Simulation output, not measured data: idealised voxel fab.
Title: Process Module voxel released beams
Xsec cut, 170 nm wide, square cell size 5 nm.
Bands, listed from the top down, are how a cross-section gets written in this document; the cross-section itself is a grid of square cells, and a band is one or more rows of them.
Band entry format. Leading values: height of top, height of bottom, nm. Remainder: materials in left-to-right order, each with its width in nm. Special words: "all across" on a single material, which then fills the band edge to edge; "blank", empty space.
Below 0: as-received wafer, all one material; heights counted from there. Lowest band: no bottom, goes on down, written "0 and below".
Note: "30..40" means the width goes from the first number (top row of the band) to the second number (bottom row) in equal steps per row of cells.
Reading "remained the same" for a step: not a cell of the cross-section changed in it.
Look at "Closed internal voids" for the closed voids: empty spaces with no open path to the top, sized 8 cells or up. Each is width x height at distance, distance from the left edge, all nm.
Read whatever lies past the settings on a step's line as the simulator's own remark about the step.
overlay nm: where the mask lay relative to plan, measured to the right, on steps with a mask; negatives go left.
**Planned step list for the process**
step 1: RECEIVE [material Si]
step 2: CONFORMAL_DEP [material Al2O3] [thk nm 10]
step 3: DIRECTIONAL_DEP [material SiO2] [thk nm 20]
step 4: PATTERN [tone open] [mask id ANCHOR] [material resist] [width nm 30] [thk nm 20] [overlay nm 0]
step 5: DIRECTIONAL_ETCH [etch materials SiO2] [depth nm 20]
step 6: STRIP [etch materials resist]
step 7: CONFORMAL_DEP [material W] [thk nm 10]
step 8: PATTERN [tone cover] [mask id BEAM] [material resist] [width nm 75] [thk nm 15] [overlay nm 0]
step 9: DIRECTIONAL_ETCH [etch materials W] [depth nm 10]
step 10: STRIP [etch materials resist]
step 11: STRIP [etch materials SiO2]
**Received-state cross-section, reflecting completion of step 1**
    0 and below | Si all across
    Closed internal voids: none
**Cross-sectional view of the first of the two wafers upon completion of the module, processed in accordance with the plan**
    40 down to 30 | blank (45); W (15); blank (10); W (50); blank (50)
    30 down to 20 | blank (50); W (10); blank (10); W (10); blank (90)
    20 down to 10 | blank (50); W (30); blank (90)
    10 down to 0 | Al2O3 all across
    0 and below | Si all across
    Closed internal voids: none
**Cross-sectional view of the second of two wafers upon completion of the module. This wafer shared its starting condition and process plan with the first; one error was made during its execution**
    40 down to 30 | blank (45); W (75); blank (50)
    30 down to 20 | Al2O3 all across
    20 down to 0 | SiO2 all across
    0 and below | Si all across
    Closed internal voids: none
What broke from the plan during processing? steps 2 and 3 run out of order (swapped)
Bottom line after processing is that, in cells, the second wafer is up or down on some materials versus the first: 136 more of SiO2; 16 fewer of W
